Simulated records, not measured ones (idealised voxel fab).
The following process module bears the name voxel double patterning.
Section shown: cut. Width: 235 nm. Cell size: 5 nm, square.
Heads up, the way a cross-section reads in here is a grid of square cells, handed over as bands from the top down, with every band being one or more rows of cells. It is stipulated that each band's entry specify, in nanometres, the height of the top of the band and then that of its bottom, followed by the materials of the band in left-to-right sequence, each together with its width in nanometres. A single material marked by the word "throughout" is understood to fill the band from edge to edge; the word "empty" is understood to denote empty space. Heights are reckoned from 0. Under this level, the received wafer is all of one material. The bottommost band is open-ended downward, for example "0 down". Quick explanation for "30 to 40": the width changes in equal steps down the rows of cells, from the first number in the band's top row to the second number in its bottom row. Given "nothing was modified" for a step, no cell of the cross-section differs between before and after that step. "Fully sealed cavities" - sealed voids, min. 8 cells, no opening to top; format: width x height at distance (distance from left edge; nm throughout). On each step's line, the part that comes after the settings is the simulator's own comment on the step. overlay nm: step with mask; distance mask lay right of planned place; negative value = left of planned place.
# plan
| 1 | RECEIVE,material Si |
| 2 | CONFORMAL_DEP,material SiN,thk nm 10 |
| 3 | DIRECTIONAL_DEP,material SiO2,thk nm 20 |
| 4 | DIRECTIONAL_DEP,material SiCN,thk nm 5 |
| 5 | MASKED_ETCH,tone open,mask id FIRST,width nm 15,pitch nm 50,etch materials SiCN,depth nm 5,overlay nm 0 |
| 6 | DIRECTIONAL_DEP,material aC,thk nm 15 |
| 7 | PATTERN,tone open,mask id SECOND,material resist,width nm 15,pitch nm 50,thk nm 35,overlay nm 0 |
| 8 | DIRECTIONAL_ETCH,etch materials aC,depth nm 15 |
| 9 | STRIP,etch materials resist |
| 10 | DIRECTIONAL_ETCH,etch materials SiCN,depth nm 5 |
| 11 | STRIP,etch materials aC |
| 12 | DIRECTIONAL_ETCH,etch materials SiO2,depth nm 20 |
| 13 | STRIP,etch materials SiCN |
# Delivered wafer in cross-section: state after step 1
> 0 down  Si throughout
> Fully sealed cavities: none
# Final wafer profile in cross-section after the module, from the same start and plan as above, with one mistake made during processing
> 30 to 10  SiO2 55  empty 25  SiO2 5  empty 15  SiO2 5  empty 25  SiO2 5  empty 15  SiO2 5  empty 25  SiO2 55
> 10 to 0  SiN throughout
> 0 down  Si throughout
> Fully sealed cavities: none
Where did the run depart from the plan? off-plan run, step 5, actual operation and settings MASKED_ETCH,tone open,mask id FIRST,width nm 25,pitch nm 50,etch materials SiCN,depth nm 5,overlay nm 0
